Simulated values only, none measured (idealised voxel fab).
The document below concerns the process module designated voxel wiring stack.
Shown is cross-section cut, with a width of 280 nm and square cells of size 5 nm.
Reading order for cross-sections: top band down to bottom band. Underlying form: a grid of square cells. Band size: one or more rows of cells. The entry gives the band's vertical extent as a top height and a bottom height in nm, then its horizontal make-up as materials from left to right, each with a width in nm. "air" stands for empty space; a single material marked "full width" fills the band edge to edge. Zero point of the height axis is 0; under it, received wafer = one material. Lowest band: continues down indefinitely, "from 0 down". Width spec "30 to 40" -> top row of cells at first value, bottom row at second value, equal per-row change in between. Given "nothing changed" for a step, no cell of the cross-section differs between before and after that step. Enclosed voids (no open way to top), threshold 8 cells or more, entry "Closed cavity list", notation width x height at distance, distance from left edge, nm. Read whatever lies past the settings on a step's line as the simulator's own remark about the step. On any step carrying a mask, the "overlay nm" setting, if present on the step's line, tells how far right of its planned place the mask lay; negative values point to the left.
PLANNED PROCESS STEPS
1,RECEIVE | material Si
2,CONFORMAL_DEP | material SiO2 | thk nm 10
3,DIRECTIONAL_DEP | material TiN | thk nm 5
4,DIRECTIONAL_DEP | material W | thk nm 15
5,MASKED_ETCH | tone cover | mask id METAL_1 | width nm 25 | pitch nm 40 | etch materials W | depth nm 15 | overlay nm 0
6,MASKED_ETCH | tone cover | mask id METAL_1 | width nm 25 | pitch nm 40 | etch materials TiN | depth nm 5 | overlay nm 0
7,CONFORMAL_DEP | material SiCN | thk nm 5
8,FILL_DEP | material SiO2 | thk nm 5
9,CMP | height nm 30
10,CONFORMAL_DEP | material SiCN | thk nm 5
11,DIRECTIONAL_DEP | material SiO2 | thk nm 20
12,DIRECTIONAL_DEP | material aC | thk nm 15
13,PATTERN | tone open | mask id PLUG_1 | material resist | width nm 15 | pitch nm 40 | thk nm 35 | overlay nm 0
14,DIRECTIONAL_ETCH | etch materials aC | depth nm 15
15,STRIP | etch materials resist
16,DIRECTIONAL_ETCH | etch materials SiO2 | depth nm 20
17,DIRECTIONAL_ETCH | etch materials SiCN | depth nm 5
18,STRIP | etch materials aC
19,CONFORMAL_DEP | material TiN | thk nm 5
20,FILL_DEP | material Cu | thk nm 5
21,CMP | height nm 55
22,DIRECTIONAL_DEP | material TiN | thk nm 5
23,DIRECTIONAL_DEP | material W | thk nm 15
24,DIRECTIONAL_DEP | material aC | thk nm 15
25,PATTERN | tone cover | mask id METAL_2 | material resist | width nm 25 | pitch nm 40 | thk nm 35 | overlay nm 0
26,DIRECTIONAL_ETCH | etch materials aC | depth nm 15
27,STRIP | etch materials resist
28,DIRECTIONAL_ETCH | etch materials W | depth nm 15
29,DIRECTIONAL_ETCH | etch materials TiN | depth nm 5
30,STRIP | etch materials aC
31,CONFORMAL_DEP | material SiN | thk nm 5
32,FILL_DEP | material SiO2 | thk nm 5
33,CMP | height nm 75
34,CONFORMAL_DEP | material SiCN | thk nm 5
35,DIRECTIONAL_DEP | material lowk | thk nm 30
36,MASKED_ETCH | tone open | mask id METAL_3 | width nm 25 | pitch nm 40 | etch materials lowk | depth nm 20 | overlay nm 0
37,DIRECTIONAL_DEP | material aC | thk nm 15
38,PATTERN | tone open | mask id METAL_3_HOLES | material resist | width nm 15 | pitch nm 40 | thk nm 35 | overlay nm 0
39,DIRECTIONAL_ETCH | etch materials aC | depth nm 15
40,STRIP | etch materials resist
41,DIRECTIONAL_ETCH | etch materials lowk | depth nm 10
42,DIRECTIONAL_ETCH | etch materials SiCN | depth nm 5
43,STRIP | etch materials aC
44,CONFORMAL_DEP | material TiN | thk nm 5
45,FILL_DEP | material Cu | thk nm 10
46,CMP | height nm 110
47,CONFORMAL_DEP | material SiCN | thk nm 5
48,DIRECTIONAL_DEP | material SiO2 | thk nm 15
49,DIRECTIONAL_DEP | material aC | thk nm 15
50,PATTERN | tone open | mask id PLUG_3 | material resist | width nm 15 | thk nm 30 | overlay nm 0
51,DIRECTIONAL_ETCH | etch materials aC | depth nm 15
52,STRIP | etch materials resist
53,DIRECTIONAL_ETCH | etch materials SiO2 | depth nm 15
54,DIRECTIONAL_ETCH | etch materials SiCN | depth nm 5
55,STRIP | etch materials aC
56,CONFORMAL_DEP | material TiN | thk nm 5
57,FILL_DEP | material Ru | thk nm 5
58,CMP | height nm 130
59,DIRECTIONAL_DEP | material TiN | thk nm 5
60,DIRECTIONAL_DEP | material Ru | thk nm 25
61,DIRECTIONAL_DEP | material aC | thk nm 10
62,PATTERN | tone cover | mask id METAL_4 | material resist | width nm 25 | pitch nm 40 | thk nm 25 | overlay nm 0
63,DIRECTIONAL_ETCH | etch materials aC | depth nm 10
64,STRIP | etch materials resist
65,DIRECTIONAL_ETCH | etch materials Ru | depth nm 25
66,DIRECTIONAL_ETCH | etch materials TiN | depth nm 5
67,STRIP | etch materials aC
68,CONFORMAL_DEP | material SiN | thk nm 5
69,FILL_DEP | material lowk | thk nm 10
70,CMP | height nm 160
71,CONFORMAL_DEP | material SiCN | thk nm 5
CROSS-SECTION, INCOMING MATERIAL, AFTER STEP 1
* from 0 down  Si full width
* Closed cavity list: none
THIS IS HOW THE WAFER LOOKS IN CROSS-SECTION ONCE THE MODULE IS DONE, GIVEN THE STARTING STATE AND PLAN ABOVE AND ONE MISTAKE IN CARRYING THE PLAN OUT
* from 165 to 160  SiCN full width
* from 160 to 135  Ru: 105 | SiN: 5 | lowk: 15 | SiN: 5 | Ru: 15 | SiN: 5 | lowk: 15 | SiN: 5 | Ru: 110
* from 135 to 130  TiN: 105 | SiN: 25 | TiN: 15 | SiN: 25 | TiN: 110
* from 130 to 115  SiO2: 105 | TiN: 5 | Ru: 5 | TiN: 5 | SiO2: 160
* from 115 to 110  SiCN: 105 | TiN: 15 | SiCN: 160
* from 110 to 95  lowk: 105 | TiN: 5 | Cu: 15 | TiN: 5 | lowk: 15 | TiN: 5 | Cu: 15 | TiN: 5 | lowk: 110
* from 95 to 90  lowk: 105 | TiN: 5 | Cu: 5 | TiN: 15 | lowk: 15 | TiN: 5 | Cu: 5 | TiN: 15 | lowk: 110
* from 90 to 80  lowk: 105 | TiN: 5 | Cu: 5 | TiN: 5 | lowk: 25 | TiN: 5 | Cu: 5 | TiN: 5 | lowk: 120
* from 80 to 75  SiCN: 105 | TiN: 15 | SiCN: 25 | TiN: 15 | SiCN: 120
* from 75 to 60  SiO2: 100 | SiN: 5 | W: 25 | SiN: 5 | SiO2: 5 | SiN: 5 | W: 25 | SiN: 5 | SiO2: 105
* from 60 to 55  SiN: 105 | TiN: 25 | SiN: 15 | TiN: 25 | SiN: 110
* from 55 to 35  SiO2: 105 | TiN: 5 | Cu: 5 | TiN: 5 | SiO2: 25 | TiN: 5 | Cu: 5 | TiN: 5 | SiO2: 120
* from 35 to 30  SiCN: 105 | TiN: 15 | SiCN: 25 | TiN: 15 | SiCN: 120
* from 30 to 15  SiO2: 100 | SiCN: 5 | W: 25 | SiCN: 5 | SiO2: 5 | SiCN: 5 | W: 25 | SiCN: 5 | SiO2: 105
* from 15 to 10  SiCN: 105 | TiN: 25 | SiCN: 15 | TiN: 25 | SiCN: 110
* from 10 to 0  SiO2 full width
* from 0 down  Si full width
* Closed cavity list: none
Deviation noted in wafer processing: step 62 did not use the planned setting and instead ran as PATTERN | tone open | mask id METAL_4 | material resist | width nm 25 | pitch nm 40 | thk nm 25 | overlay nm 0
